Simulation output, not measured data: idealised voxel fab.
process module | voxel self aligned vias
cross-section cut | 300 nm wide | cells 5 nm
A cross-section is a grid of square cells, given in bands from the top down. A band is one or more rows of cells.
Each band's line starts with the height of the band's top and of its bottom, in nm. Then come its materials from left to right, each with its width in nm. One material with "throughout" fills the band from edge to edge. "air" is empty space.
Height 0 is the level under which the wafer as received is all one material. The lowest band goes on downwards, as in "0 down".
A width such as "30 to 40" changes by the same amount from each row of cells to the next, from the band's top row to its bottom row.
"no change" after a step means that no cell of the cross-section changed.
closed voids: empty space of 8 cells or more with no open way to the top, each as width x height at its distance from the left edge, in nm
after a step's settings: what the simulator itself notes on the step
overlay nm, on a step with a mask: how far to the right of its planned place the mask lay; to the left if negative
plan
1 op RECEIVE | material Si
2 op CONFORMAL_DEP | material SiO2 | thk nm 10
3 op CONFORMAL_DEP | material SiCN | thk nm 5
4 op DIRECTIONAL_DEP | material lowk | thk nm 25
5 op PATTERN | tone open | mask id LINES | material resist | width nm 25 | pitch nm 50 | thk nm 20 | overlay nm 0
6 op DIRECTIONAL_ETCH | etch materials lowk | depth nm 25
7 op STRIP | etch materials resist
8 op CONFORMAL_DEP | material TiN | thk nm 5
9 op FILL_DEP | material W | thk nm 5
10 op CMP | height nm 40
11 op SELECTIVE_ETCH | etch materials W Ru TiN | depth nm 5
12 op FILL_DEP | material SiN | thk nm 10
13 op CMP | height nm 40
14 op DIRECTIONAL_DEP | material lowk | thk nm 15
15 op MASKED_ETCH | tone open | mask id VIAS | width nm 35 | pitch nm 50 | etch materials lowk | depth nm 15 | overlay nm 0
16 op MASKED_ETCH | tone open | mask id VIAS | width nm 35 | pitch nm 50 | etch materials SiN | depth nm 5 | overlay nm 0
17 op CONFORMAL_DEP | material TiN | thk nm 5
18 op FILL_DEP | material Cu | thk nm 10
19 op CMP | height nm 55
20 op CONFORMAL_DEP | material SiN | thk nm 5
first wafer, as planned
as received, after step 1
  0 down: Si throughout
  closed voids: none
after step 2
  10 to 0: SiO2 throughout
  below 0: unchanged
after step 3
  15 to 10: SiCN throughout
  below 10: unchanged
after step 4
  40 to 15: lowk throughout
  below 15: unchanged
after step 5
  60 to 40: resist 110 | air 25 | resist 25 | air 25 | resist 115
  below 40: unchanged
after step 6
  60 to 40: resist 110 | air 25 | resist 25 | air 25 | resist 115
  40 to 15: lowk 110 | air 25 | lowk 25 | air 25 | lowk 115
  below 15: unchanged
after step 7
  40 to 15: lowk 110 | air 25 | lowk 25 | air 25 | lowk 115
  below 15: unchanged
after step 8
  45 to 40: TiN 115 | air 15 | TiN 35 | air 15 | TiN 120
  40 to 20: lowk 110 | TiN 5 | air 15 | TiN 5 | lowk 25 | TiN 5 | air 15 | TiN 5 | lowk 115
  20 to 15: lowk 110 | TiN 25 | lowk 25 | TiN 25 | lowk 115
  below 15: unchanged
after step 9
  50 to 45: W throughout
  45 to 40: TiN 115 | W 15 | TiN 35 | W 15 | TiN 120
  40 to 20: lowk 110 | TiN 5 | W 15 | TiN 5 | lowk 25 | TiN 5 | W 15 | TiN 5 | lowk 115
  below 20: unchanged
after step 10
  40 to 20: lowk 110 | TiN 5 | W 15 | TiN 5 | lowk 25 | TiN 5 | W 15 | TiN 5 | lowk 115
  below 20: unchanged
after step 11
  40 to 35: lowk 110 | air 25 | lowk 25 | air 25 | lowk 115
  below 35: unchanged
after step 12
  50 to 40: SiN throughout
  40 to 35: lowk 110 | SiN 25 | lowk 25 | SiN 25 | lowk 115
  below 35: unchanged
after step 13
  40 to 35: lowk 110 | SiN 25 | lowk 25 | SiN 25 | lowk 115
  below 35: unchanged
after step 14
  55 to 40: lowk throughout
  below 40: unchanged
after step 15
  55 to 40: lowk 105 | air 35 | lowk 15 | air 35 | lowk 110
  below 40: unchanged
after step 16
  55 to 40: lowk 105 | air 35 | lowk 15 | air 35 | lowk 110
  40 to 35: lowk 110 | air 25 | lowk 25 | air 25 | lowk 115
  below 35: unchanged
after step 17
  60 to 55: TiN 110 | air 25 | TiN 25 | air 25 | TiN 115
  55 to 45: lowk 105 | TiN 5 | air 25 | TiN 5 | lowk 15 | TiN 5 | air 25 | TiN 5 | lowk 110
  45 to 40: lowk 105 | TiN 10 | air 15 | TiN 10 | lowk 15 | TiN 10 | air 15 | TiN 10 | lowk 110
  40 to 35: lowk 110 | TiN 25 | lowk 25 | TiN 25 | lowk 115
  below 35: unchanged
after step 18
  70 to 60: Cu throughout
  60 to 55: TiN 110 | Cu 25 | TiN 25 | Cu 25 | TiN 115
  55 to 45: lowk 105 | TiN 5 | Cu 25 | TiN 5 | lowk 15 | TiN 5 | Cu 25 | TiN 5 | lowk 110
  45 to 40: lowk 105 | TiN 10 | Cu 15 | TiN 10 | lowk 15 | TiN 10 | Cu 15 | TiN 10 | lowk 110
  below 40: unchanged
after step 19
  55 to 45: lowk 105 | TiN 5 | Cu 25 | TiN 5 | lowk 15 | TiN 5 | Cu 25 | TiN 5 | lowk 110
  below 45: unchanged
after step 20
  60 to 55: SiN throughout
  below 55: unchanged
second wafer: like start, like plan, one mistake. Through step 4 it matches the first wafer
when step 5 should have ended
  60 to 40: resist 100 | air 25 | resist 25 | air 25 | resist 125
  below 40: unchanged
when step 6 should have ended
  60 to 40: resist 100 | air 25 | resist 25 | air 25 | resist 125
  40 to 15: lowk 100 | air 25 | lowk 25 | air 25 | lowk 125
  below 15: unchanged
when step 7 should have ended
  40 to 15: lowk 100 | air 25 | lowk 25 | air 25 | lowk 125
  below 15: unchanged
when step 8 should have ended
  45 to 40: TiN 105 | air 15 | TiN 35 | air 15 | TiN 130
  40 to 20: lowk 100 | TiN 5 | air 15 | TiN 5 | lowk 25 | TiN 5 | air 15 | TiN 5 | lowk 125
  20 to 15: lowk 100 | TiN 25 | lowk 25 | TiN 25 | lowk 125
  below 15: unchanged
when step 9 should have ended
  50 to 45: W throughout
  45 to 40: TiN 105 | W 15 | TiN 35 | W 15 | TiN 130
  40 to 20: lowk 100 | TiN 5 | W 15 | TiN 5 | lowk 25 | TiN 5 | W 15 | TiN 5 | lowk 125
  below 20: unchanged
when step 10 should have ended
  40 to 20: lowk 100 | TiN 5 | W 15 | TiN 5 | lowk 25 | TiN 5 | W 15 | TiN 5 | lowk 125
  below 20: unchanged
when step 11 should have ended
  40 to 35: lowk 100 | air 25 | lowk 25 | air 25 | lowk 125
  below 35: unchanged
when step 12 should have ended
  50 to 40: SiN throughout
  40 to 35: lowk 100 | SiN 25 | lowk 25 | SiN 25 | lowk 125
  below 35: unchanged
when step 13 should have ended
  40 to 35: lowk 100 | SiN 25 | lowk 25 | SiN 25 | lowk 125
  below 35: unchanged
when step 14 should have ended
  55 to 40: lowk throughout
  below 40: unchanged
when step 15 should have ended
  55 to 40: lowk 105 | air 35 | lowk 15 | air 35 | lowk 110
  below 40: unchanged
when step 16 should have ended
  55 to 40: lowk 105 | air 35 | lowk 15 | air 35 | lowk 110
  40 to 35: lowk 100 | SiN 5 | air 20 | lowk 25 | SiN 5 | air 20 | lowk 125
  below 35: unchanged
when step 17 should have ended
  60 to 55: TiN 110 | air 25 | TiN 25 | air 25 | TiN 115
  55 to 45: lowk 105 | TiN 5 | air 25 | TiN 5 | lowk 15 | TiN 5 | air 25 | TiN 5 | lowk 110
  45 to 40: lowk 105 | TiN 5 | air 10 | TiN 20 | lowk 15 | TiN 5 | air 10 | TiN 20 | lowk 110
  40 to 35: lowk 100 | SiN 5 | TiN 20 | lowk 25 | SiN 5 | TiN 20 | lowk 125
  below 35: unchanged
when step 18 should have ended
  70 to 60: Cu throughout
  60 to 55: TiN 110 | Cu 25 | TiN 25 | Cu 25 | TiN 115
  55 to 45: lowk 105 | TiN 5 | Cu 25 | TiN 5 | lowk 15 | TiN 5 | Cu 25 | TiN 5 | lowk 110
  45 to 40: lowk 105 | TiN 5 | Cu 10 | TiN 20 | lowk 15 | TiN 5 | Cu 10 | TiN 20 | lowk 110
  below 40: unchanged
when step 19 should have ended
  55 to 45: lowk 105 | TiN 5 | Cu 25 | TiN 5 | lowk 15 | TiN 5 | Cu 25 | TiN 5 | lowk 110
  below 45: unchanged
when step 20 should have ended
  60 to 55: SiN throughout
  below 55: unchanged
what went wrong: step 5 ran as: op PATTERN | tone open | mask id LINES | material resist | width nm 25 | pitch nm 50 | thk nm 20 | overlay nm -10
at the end the second wafer has, in cells: 2 fewer of Cu | 2 more of SiN
